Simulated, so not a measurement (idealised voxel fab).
You're looking at the process module voxel capacitor over wiring.
We display cut, a cross-section 245 nm in width whose square cells are each 5 nm.
Just so we're on the same page, the cross-sections are grids of square cells, and they're listed out in bands top to bottom, each band one or more rows deep.
The band entry comprises the height of the band's top followed by the height of its bottom, expressed in nm, and subsequently the band's materials from left to right, each stated together with its width in nm. Where a single material is marked with the word "full width", that material fills the band from edge to edge. The word "air" represents empty space.
Measure heights from 0. That's the level where, below it, the as-received wafer is all one material. The lowest band is bottomless and extends downward; write it as in "0..down".
The width entry "30..40" should be interpreted row by row: the top row of cells in the band takes the first number, the bottom row takes the second number, and the change between adjacent rows is uniform throughout.
You'll sometimes find "remains unaltered" written for a step, and that's the way of saying that nowhere in the cross-section did a cell change during that step.
This entry, "Closed cavities", enumerates those empty regions of no fewer than 8 cells that possess no open connection to the top. Each region is reported in the form width x height at distance, the distance being taken from the left edge, with all three quantities expressed in nm.
The remark found on a step's line after its settings is issued by the simulator itself and pertains to that step.
The line of a step may include "overlay nm". On a step with a mask, this value is how far to the right of its planned place the mask lay. A negative value means the mask lay to the left.

### Listed below are the process steps as planned
1: RECEIVE, material Si
2: CONFORMAL_DEP, material SiO2, thk nm 15
3: DIRECTIONAL_DEP, material TiN, thk nm 5
4: DIRECTIONAL_DEP, material W, thk nm 25
5: DIRECTIONAL_DEP, material aC, thk nm 10
6: PATTERN, tone cover, mask id METAL_1, material resist, width nm 25, pitch nm 80, thk nm 30, overlay nm 0
7: DIRECTIONAL_ETCH, etch materials aC, depth nm 10
8: STRIP, etch materials resist
9: DIRECTIONAL_ETCH, etch materials W, depth nm 25
10: DIRECTIONAL_ETCH, etch materials TiN, depth nm 5
11: STRIP, etch materials aC
12: CONFORMAL_DEP, material SiCN, thk nm 5
13: FILL_DEP, material lowk, thk nm 10
14: CMP, height nm 45
15: CONFORMAL_DEP, material SiCN, thk nm 5
16: DIRECTIONAL_DEP, material lowk, thk nm 10
17: DIRECTIONAL_DEP, material aC, thk nm 10
18: PATTERN, tone open, mask id PLUG_1, material resist, width nm 15, thk nm 30, overlay nm 0
19: DIRECTIONAL_ETCH, etch materials aC, depth nm 10
20: STRIP, etch materials resist
21: DIRECTIONAL_ETCH, etch materials lowk, depth nm 10
22: DIRECTIONAL_ETCH, etch materials SiCN, depth nm 5
23: STRIP, etch materials aC
24: CONFORMAL_DEP, material TiN, thk nm 5
25: FILL_DEP, material Cu, thk nm 5
26: CMP, height nm 60
27: DIRECTIONAL_DEP, material TiN, thk nm 5
28: DIRECTIONAL_DEP, material SiN, thk nm 5
29: DIRECTIONAL_DEP, material TiN, thk nm 5
30: DIRECTIONAL_DEP, material aC, thk nm 10
31: PATTERN, tone cover, mask id UPPER_PLATE, material resist, width nm 60, thk nm 30, overlay nm 0
32: DIRECTIONAL_ETCH, etch materials aC, depth nm 10
33: STRIP, etch materials resist
34: DIRECTIONAL_ETCH, etch materials TiN, depth nm 5
35: DIRECTIONAL_ETCH, etch materials SiN, depth nm 5
36: STRIP, etch materials aC
37: PATTERN, tone cover, mask id LOWER_PLATE, material resist, width nm 70, thk nm 20, overlay nm 0
38: DIRECTIONAL_ETCH, etch materials TiN, depth nm 5
39: STRIP, etch materials resist
40: FILL_DEP, material SiO2, thk nm 20
41: CMP, height nm 90
42: MASKED_ETCH, tone open, mask id PLUG_2, width nm 15, etch materials SiO2, depth nm 15, overlay nm 0
43: CONFORMAL_DEP, material TiN, thk nm 5
44: FILL_DEP, material Cu, thk nm 10
45: CMP, height nm 90
46: CONFORMAL_DEP, material SiN, thk nm 5

### Cross-sectional view of the wafer in its as-received condition, corresponding to the state after step 1
  0..down: Si full width
  Closed cavities: none

### One mistake in running the module, otherwise start and plan as above: cross-section at the end
  95..90: SiN full width
  90..80: SiO2 90 nm  TiN 5 nm  Cu 5 nm  TiN 5 nm  SiO2 140 nm
  80..70: SiO2 90..80 nm  TiN 15..60 nm  SiO2 140..105 nm
  70..65: SiO2 80 nm  SiN 60 nm  SiO2 105 nm
  65..60: SiO2 75 nm  TiN 70 nm  SiO2 100 nm
  60..50: lowk 80 nm  TiN 5 nm  Cu 5 nm  TiN 5 nm  lowk 150 nm
  50..45: SiCN 80 nm  TiN 15 nm  SiCN 150 nm
  45..35: lowk 65 nm  SiCN 5 nm  W 25 nm  SiCN 5 nm  lowk 45 nm  SiCN 5 nm  W 25 nm  SiCN 5 nm  lowk 65 nm
  35..30: SiCN 70 nm  TiN 25 nm  SiCN 55 nm  TiN 25 nm  SiCN 70 nm
  30..0: SiO2 full width
  0..down: Si full width
  Closed cavities: none
The plan and the run diverged here: yeah, plan step 2 got run twice
